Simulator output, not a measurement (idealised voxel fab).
Process module heading - voxel self aligned vias
Shown is cross-section cut, with a width of 275 nm and square cells of size 5 nm.
If you're reading a cross-section in this doc, picture square cells in a grid; it comes to you as bands, top ones listed first down to the bottom, and a band can be one or more rows of cells. Within each band entry, the heights of the top and of the bottom of the band appear first, in that order and in nm; the materials of the band then follow from left to right, each with its corresponding width in nm. The designation "full width" on a single material indicates that it fills the band from edge to edge; the designation "empty" indicates empty space. Heights from 0 (as-received wafer is one material below). Bottom band endless downward, as "0 nm and below". With a width like "30..40", each row of cells in the band differs from the next by the same amount, the top row carrying the first number and the bottom row the second. "no modification" after a step means that no cell of the cross-section changed. Listed in "Closed-off voids": every empty space of 8 or more cells without an open way to the top. Form: width x height at distance, the distance being from the left edge, all in nm. Post-settings text on a step line: simulator's own remark regarding the step. When a step includes a mask, the "overlay nm" setting on its line states how far to the right of its planned place that mask lay, and negative values state how far to the left.
Process steps foreseen in the plan
1 RECEIVE [material Si]
2 CONFORMAL_DEP [material SiO2] [thk nm 10]
3 CONFORMAL_DEP [material SiCN] [thk nm 5]
4 DIRECTIONAL_DEP [material lowk] [thk nm 20]
5 DIRECTIONAL_DEP [material aC] [thk nm 15]
6 PATTERN [tone open] [mask id LINES] [material resist] [width nm 25] [pitch nm 60] [thk nm 35] [overlay nm 0]
7 DIRECTIONAL_ETCH [etch materials aC] [depth nm 15]
8 STRIP [etch materials resist]
9 DIRECTIONAL_ETCH [etch materials lowk] [depth nm 20]
10 STRIP [etch materials aC]
11 CONFORMAL_DEP [material TiN] [thk nm 5]
12 FILL_DEP [material W] [thk nm 5]
13 CMP [height nm 35]
14 SELECTIVE_ETCH [etch materials W Ru TiN] [depth nm 5]
15 FILL_DEP [material SiN] [thk nm 10]
16 CMP [height nm 35]
17 DIRECTIONAL_DEP [material lowk] [thk nm 20]
18 PATTERN [tone open] [mask id VIAS] [material resist] [width nm 35] [pitch nm 120] [thk nm 20] [overlay nm 0]
19 DIRECTIONAL_ETCH [etch materials lowk] [depth nm 20]
20 DIRECTIONAL_ETCH [etch materials SiN] [depth nm 5]
21 STRIP [etch materials resist]
22 CONFORMAL_DEP [material TiN] [thk nm 5]
23 FILL_DEP [material W] [thk nm 10]
24 CMP [height nm 55]
25 CONFORMAL_DEP [material SiCN] [thk nm 5]
As-received state of the wafer in cross-section, equivalent to post-step 1
- 0 nm and below: Si full width
- Closed-off voids: none
Wafer at module end, in section. Began as above, planned as above, run with one mistake
- 60 nm to 55 nm: SiCN full width
- 55 nm to 35 nm: lowk=60; TiN=5; W=25; TiN=5; lowk=85; TiN=5; W=25; TiN=5; lowk=60
- 35 nm to 30 nm: SiN=60; TiN=35; SiN=85; TiN=35; SiN=60
- 30 nm to 25 nm: TiN=70; W=15; TiN=45; W=15; TiN=45; W=15; TiN=70
- 25 nm to 10 nm: lowk=65; TiN=5; W=15; TiN=5; lowk=35; TiN=5; W=15; TiN=5; lowk=35; TiN=5; W=15; TiN=5; lowk=65
- 10 nm to 5 nm: lowk=65; TiN=25; lowk=35; TiN=25; lowk=35; TiN=25; lowk=65
- 5 nm to 0 nm: SiCN full width
- 0 nm and below: Si full width
- Closed-off voids: none
Error vs. plan: step 2 of the plan: omitted, not performed
